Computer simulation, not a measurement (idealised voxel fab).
Process module under the name voxel self aligned contacts
This is section cut - it's 240 nm across, gridded in 5 nm square cells.
Reading order for cross-sections: top band down to bottom band. Underlying form: a grid of square cells. Band size: one or more rows of cells.
Look at the band entry: it leads with the top's height and the bottom's height in nm. Then it lists the materials left to right, with a width in nm for each. The word "throughout" on a single material says that material fills the band edge to edge. The word "empty" is empty space.
Heights are reckoned from 0. Under this level, the received wafer is all of one material. The bottommost band is open-ended downward, for example "0 -> down".
The expression "30->40" gives the width at the extremes of the band, the first number at its top row of cells and the second at its bottom row, with the width changing by equal amounts from each row to the next in between.
When a step is marked "identical to before", none of the cells in the cross-section changed during that step.
So "Fully enclosed voids" is basically the list of trapped voids: any empty space of 8 cells or more that can't reach the top through an opening. They're written width x height at distance, the distance being from the left edge, and it's all nm.
What comes after the settings on a step's line is commentary from the simulator itself on that step.
"overlay nm" denotes, for a step that has a mask, the displacement of the mask to the right of its planned place, with negative values corresponding to the left.
This section lists the process steps that were planned:
- 1: RECEIVE (material Si)
- 2: OXIDIZE (depth nm 5)
- 3: DIRECTIONAL_DEP (material polySi; thk nm 20)
- 4: DIRECTIONAL_DEP (material SiN; thk nm 15)
- 5: PATTERN (tone cover; mask id GATE; material resist; width nm 30; pitch nm 60; thk nm 20; overlay nm 0)
- 6: DIRECTIONAL_ETCH (etch materials SiN; depth nm 15)
- 7: DIRECTIONAL_ETCH (etch materials polySi; depth nm 20)
- 8: STRIP (etch materials resist)
- 9: CONFORMAL_DEP (material SiN; thk nm 5)
- 10: DIRECTIONAL_ETCH (etch materials SiN; depth nm 5)
- 11: FILL_DEP (material SiO2; thk nm 15)
- 12: CMP (height nm 40)
- 13: PATTERN (tone open; mask id CONTACT; material resist; width nm 40; thk nm 15; overlay nm 0)
- 14: DIRECTIONAL_ETCH (etch materials SiO2; depth nm 45)
- 15: STRIP (etch materials resist)
- 16: CONFORMAL_DEP (material TiN; thk nm 5)
- 17: FILL_DEP (material Ru; thk nm 5)
- 18: CMP (height nm 40)
- 19: CONFORMAL_DEP (material SiCN; thk nm 5)
Wafer as received: cross-section following step 1:
0 -> down | Si throughout
Fully enclosed voids: none
The cross-section shown corresponds to the wafer at the conclusion of the module. The initial structure and the process plan are those presented above; however, one mistake occurred in executing the plan:
45 -> 40 | SiCN throughout
40 -> 35 | Ru 65, TiN 35, SiO2 40, TiN 35, Ru 65
35 -> 20 | Ru 65, TiN 5, SiN 40, SiO2 20, SiN 40, TiN 5, Ru 65
20 -> 0 | Ru 65, TiN 5, SiN 5, polySi 30, SiN 5, SiO2 20, SiN 5, polySi 30, SiN 5, TiN 5, Ru 65
0 -> -5 | TiN 70, SiO2 100, TiN 70
-5 -> down | Si throughout
Fully enclosed voids: none
Heads up, the wafer didn't run the way we planned it: planned and actual differ for step 13; actual: PATTERN (tone cover; mask id CONTACT; material resist; width nm 40; thk nm 15; overlay nm 0)
